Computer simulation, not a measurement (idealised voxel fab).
Presented below is a process module, voxel self aligned vias.
The cross-section shown here is cut; it is 275 nm wide and divided into square cells measuring 5 nm on a side.
Square cells in a grid make up a cross-section in this document, and the grid is given as bands, listed from the top down, each one or more rows of cells.
Per band: top height and bottom height in nm, followed by the left-to-right materials and their widths in nm; "all across" marks a single material spanning edge to edge, "air" marks empty space.
Counting heights begins at 0, where everything beneath is, in the wafer as received, one material. The lowest band has no bottom; it goes on downwards, as "top 0, no bottom" shows.
With a width like "30..40", each row of cells in the band differs from the next by the same amount, the top row carrying the first number and the bottom row the second.
Where a step carries "nothing changed", the cross-section came out of it unchanged, cell for cell.
Listed in "Sealed void listing": every empty space of 8 or more cells without an open way to the top. Form: width x height at distance, the distance being from the left edge, all in nm.
Note: text after step settings on the step line = simulator remark on that step.
Among the settings permitted on a step's line is "overlay nm"; applied to a step with a mask, it specifies the extent to which the mask lay to the right of its planned position, whereas a negative figure signifies a position to the left.

PROCESS STEPS - PLAN
step 1: RECEIVE: material Si
step 2: CONFORMAL_DEP: material SiO2, thk nm 15
step 3: CONFORMAL_DEP: material SiCN, thk nm 5
step 4: DIRECTIONAL_DEP: material SiO2, thk nm 20
step 5: MASKED_ETCH: tone open, mask id LINES, width nm 30, pitch nm 55, etch materials SiO2, depth nm 20, overlay nm 0
step 6: CONFORMAL_DEP: material TiN, thk nm 5
step 7: FILL_DEP: material Ru, thk nm 10
step 8: CMP: height nm 40
step 9: SELECTIVE_ETCH: etch materials W Ru TiN, depth nm 10
step 10: FILL_DEP: material SiN, thk nm 10
step 11: CMP: height nm 40
step 12: DIRECTIONAL_DEP: material SiO2, thk nm 20
step 13: PATTERN: tone open, mask id VIAS, material resist, width nm 40, pitch nm 110, thk nm 20, overlay nm 0
step 14: DIRECTIONAL_ETCH: etch materials SiO2, depth nm 20
step 15: DIRECTIONAL_ETCH: etch materials SiN, depth nm 10
step 16: STRIP: etch materials resist
step 17: CONFORMAL_DEP: material TiN, thk nm 5
step 18: FILL_DEP: material W, thk nm 5
step 19: CMP: height nm 60
step 20: CONFORMAL_DEP: material SiCN, thk nm 5

DELIVERED WAFER IN CROSS-SECTION: STATE AFTER STEP 1
top 0, no bottom  Si all across
Sealed void listing: none

MODULE COMPLETE - CROSS-SECTION OF THE FIRST OF TWO WAFERS, RUN ACCORDING TO PLAN
top 65, bottom 60  SiCN all across
top 60, bottom 45  60 of SiO2; 5 of TiN; 30 of W; 5 of TiN; 70 of SiO2; 5 of TiN; 30 of W; 5 of TiN; 65 of SiO2
top 45, bottom 40  60 of SiO2; 10 of TiN; 20 of W; 10 of TiN; 70 of SiO2; 10 of TiN; 20 of W; 10 of TiN; 65 of SiO2
top 40, bottom 35  65 of SiO2; 5 of TiN; 20 of W; 5 of TiN; 25 of SiO2; 30 of SiN; 25 of SiO2; 5 of TiN; 20 of W; 5 of TiN; 70 of SiO2
top 35, bottom 30  65 of SiO2; 30 of TiN; 25 of SiO2; 30 of SiN; 25 of SiO2; 30 of TiN; 70 of SiO2
top 30, bottom 25  65 of SiO2; 5 of TiN; 20 of Ru; 5 of TiN; 25 of SiO2; 5 of TiN; 20 of Ru; 5 of TiN; 25 of SiO2; 5 of TiN; 20 of Ru; 5 of TiN; 70 of SiO2
top 25, bottom 20  65 of SiO2; 30 of TiN; 25 of SiO2; 30 of TiN; 25 of SiO2; 30 of TiN; 70 of SiO2
top 20, bottom 15  SiCN all across
top 15, bottom 0  SiO2 all across
top 0, no bottom  Si all across
Sealed void listing: none

NOW THE SECOND WAFER, CROSS-SECTIONED AT THE END OF THE MODULE. NOTHING DIFFERENT AT THE START, NOTHING DIFFERENT IN THE PLAN COMPARED WITH THE FIRST, JUST ONE MISTAKE WHEN IT WAS ACTUALLY RUN
top 65, bottom 60  SiCN all across
top 60, bottom 45  60 of SiO2; 5 of TiN; 30 of W; 5 of TiN; 70 of SiO2; 5 of TiN; 30 of W; 5 of TiN; 65 of SiO2
top 45, bottom 40  60 of SiO2; 40 of TiN; 70 of SiO2; 40 of TiN; 65 of SiO2
top 40, bottom 35  SiCN all across
top 35, bottom 0  SiO2 all across
top 0, no bottom  Si all across
Sealed void listing: none
Deviation noted in wafer processing: plan vs actual: 3 and 4 interchanged
Upon completion, the second wafer contains, in terms of cells, a greater or smaller amount of certain materials than the first wafer: Ru -12, SiN -12, SiO2 +72, TiN -32, W -16
